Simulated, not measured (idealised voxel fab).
process module | voxel fin reveal
cross-section cut | 300 nm wide | cells 5 nm
A cross-section is a grid of square cells, given in bands from the top down. A band is one or more rows of cells.
Each band's line starts with the height of the band's top and of its bottom, in nm. Then come its materials from left to right, each with its width in nm. One material with "throughout" fills the band from edge to edge. "air" is empty space.
Height 0 is the level under which the wafer as received is all one material. The lowest band goes on downwards, as in "0 down".
A width such as "30 to 40" changes by the same amount from each row of cells to the next, from the band's top row to its bottom row.
"no change" after a step means that no cell of the cross-section changed.
closed voids: empty space of 8 cells or more with no open way to the top, each as width x height at its distance from the left edge, in nm
after a step's settings: what the simulator itself notes on the step
overlay nm, on a step with a mask: how far to the right of its planned place the mask lay; to the left if negative
plan
1 op RECEIVE | material Si
2 op CONFORMAL_DEP | material SiN | thk nm 10
3 op PATTERN | tone cover | mask id FINS | material resist | width nm 15 | pitch nm 35 | thk nm 15 | overlay nm 0
4 op DIRECTIONAL_ETCH | etch materials SiN | depth nm 10
5 op DIRECTIONAL_ETCH | etch materials Si | depth nm 35
6 op STRIP | etch materials resist
7 op FILL_DEP | material SiO2 | thk nm 10
8 op CMP | height nm 10
9 op SELECTIVE_ETCH | etch materials SiO2 | depth nm 35
10 op STRIP | etch materials SiN
11 op CONFORMAL_DEP | material SiO2 | thk nm 5
first wafer, as planned
as received, after step 1
  0 down: Si throughout
  closed voids: none
after step 2
  10 to 0: SiN throughout
  below 0: unchanged
after step 3
  25 to 10: air 105 | resist 15 | air 20 | resist 15 | air 20 | resist 15 | air 110
  below 10: unchanged
after step 4
  25 to 10: air 105 | resist 15 | air 20 | resist 15 | air 20 | resist 15 | air 110
  10 to 0: air 105 | SiN 15 | air 20 | SiN 15 | air 20 | SiN 15 | air 110
  below 0: unchanged
after step 5
  25 to 10: air 105 | resist 15 | air 20 | resist 15 | air 20 | resist 15 | air 110
  10 to 0: air 105 | SiN 15 | air 20 | SiN 15 | air 20 | SiN 15 | air 110
  0 to -35: air 105 | Si 15 | air 20 | Si 15 | air 20 | Si 15 | air 110
  below -35: unchanged
after step 6
  10 to 0: air 105 | SiN 15 | air 20 | SiN 15 | air 20 | SiN 15 | air 110
  below 0: unchanged
after step 7
  20 to 10: SiO2 throughout
  10 to 0: SiO2 105 | SiN 15 | SiO2 20 | SiN 15 | SiO2 20 | SiN 15 | SiO2 110
  0 to -35: SiO2 105 | Si 15 | SiO2 20 | Si 15 | SiO2 20 | Si 15 | SiO2 110
  below -35: unchanged
after step 8
  10 to 0: SiO2 105 | SiN 15 | SiO2 20 | SiN 15 | SiO2 20 | SiN 15 | SiO2 110
  below 0: unchanged
after step 9
  10 to 0: air 105 | SiN 15 | air 20 | SiN 15 | air 20 | SiN 15 | air 110
  0 to -25: air 105 | Si 15 | air 20 | Si 15 | air 20 | Si 15 | air 110
  below -25: unchanged
after step 10
  0 to -25: air 105 | Si 15 | air 20 | Si 15 | air 20 | Si 15 | air 110
  below -25: unchanged
after step 11
  5 to 0: air 100 | SiO2 25 | air 10 | SiO2 25 | air 10 | SiO2 25 | air 105
  0 to -20: air 100 | SiO2 5 | Si 15 | SiO2 5 | air 10 | SiO2 5 | Si 15 | SiO2 5 | air 10 | SiO2 5 | Si 15 | SiO2 5 | air 105
  -20 to -35: SiO2 105 | Si 15 | SiO2 20 | Si 15 | SiO2 20 | Si 15 | SiO2 110
  below -35: unchanged
second wafer: like start, like plan, one mistake. Through step 9 it matches the first wafer
when step 10 should have ended
  10 to 0: air 105 | SiN 15 | air 20 | SiN 15 | air 20 | SiN 15 | air 110
  0 to -35: air 105 | Si 15 | air 20 | Si 15 | air 20 | Si 15 | air 110
  below -35: unchanged
when step 11 should have ended
  15 to 10: air 100 | SiO2 25 | air 10 | SiO2 25 | air 10 | SiO2 25 | air 105
  10 to 0: air 100 | SiO2 5 | SiN 15 | SiO2 5 | air 10 | SiO2 5 | SiN 15 | SiO2 5 | air 10 | SiO2 5 | SiN 15 | SiO2 5 | air 105
  0 to -30: air 100 | SiO2 5 | Si 15 | SiO2 5 | air 10 | SiO2 5 | Si 15 | SiO2 5 | air 10 | SiO2 5 | Si 15 | SiO2 5 | air 105
  -30 to -35: SiO2 105 | Si 15 | SiO2 20 | Si 15 | SiO2 20 | Si 15 | SiO2 110
  below -35: unchanged
what went wrong: step 10 ran as: op STRIP | etch materials SiO2
at the end the second wafer has, in cells: 18 more of SiN | 78 fewer of SiO2
